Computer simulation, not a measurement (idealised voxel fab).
The document below concerns the process module designated voxel self aligned vias.
FYI the section here is cut, 145 nm wide, cells are 5 nm squares.
Cross-section format: a grid of square cells, given as bands from top to bottom; each band is one or more rows of cells. Top height, bottom height, nm. Materials left to right, width each, nm. Single material + "all across" = fills band edge to edge. "blank" = empty. Below 0: as-received wafer, all one material; heights counted from there. Lowest band: no bottom, goes on down, written "top 0, no bottom". Per-row width for "30 to 40": begins at first number (top row of band), ends at second number (bottom row), increment between rows held constant. "left unchanged" (step): cross-section cells unchanged, all of them. Entry "Encapsulated voids". Content: empty spaces with no open connection to the top, size 8 cells or greater. Each: width x height at distance. Distance: from left edge. Unit: nm. On a step's line, text after the settings is the simulator commenting on that step. The "overlay nm" setting may appear on a step's line; for a step that uses a mask, it gives how far to the right of its planned position the mask lay, and a negative value indicates the left.

### The following list gives the planned process steps
1: RECEIVE, material Si
2: CONFORMAL_DEP, material SiO2, thk nm 10
3: CONFORMAL_DEP, material SiCN, thk nm 5
4: DIRECTIONAL_DEP, material SiO2, thk nm 20
5: MASKED_ETCH, tone open, mask id LINES, width nm 20, pitch nm 45, etch materials SiO2, depth nm 20, overlay nm 0
6: CONFORMAL_DEP, material TiN, thk nm 5
7: FILL_DEP, material W, thk nm 5
8: CMP, height nm 35
9: SELECTIVE_ETCH, etch materials W Ru TiN, depth nm 10
10: FILL_DEP, material SiN, thk nm 10
11: CMP, height nm 35
12: DIRECTIONAL_DEP, material SiO2, thk nm 15
13: PATTERN, tone open, mask id VIAS, material resist, width nm 20, thk nm 20, overlay nm 0
14: DIRECTIONAL_ETCH, etch materials SiO2, depth nm 15
15: DIRECTIONAL_ETCH, etch materials SiN, depth nm 10
16: STRIP, etch materials resist
17: CONFORMAL_DEP, material TiN, thk nm 5
18: FILL_DEP, material W, thk nm 5
19: CMP, height nm 50
20: CONFORMAL_DEP, material SiCN, thk nm 5
Be aware that, although all wafers share a common starting state, the width nm at step 13 differs among them, and the plan displays the first wafer's value.

### After step 1, as received: first of several wafers, cross-section
- top 0, no bottom: Si all across
- Encapsulated voids: none

### Quick key for the table: a row per wafer, taken at the end of the module. For each material it tells you how many cells the wafer gained (+) or lost (-) since it came in, and the closed voids come after
width nm 20, +58 SiCN, +8 SiN, +217 SiO2, +24 TiN, +12 W, Encapsulated voids: none
width nm 25, +58 SiCN, +8 SiN, +214 SiO2, +25 TiN, +14 W, Encapsulated voids: none
width nm 30, +58 SiCN, +8 SiN, +211 SiO2, +26 TiN, +16 W, Encapsulated voids: none
width nm 35, +58 SiCN, +8 SiN, +208 SiO2, +27 TiN, +18 W, Encapsulated voids: none
width nm 40, +58 SiCN, +8 SiN, +205 SiO2, +28 TiN, +20 W, Encapsulated voids: none
width nm 45, +58 SiCN, +8 SiN, +202 SiO2, +29 TiN, +22 W, Encapsulated voids: none
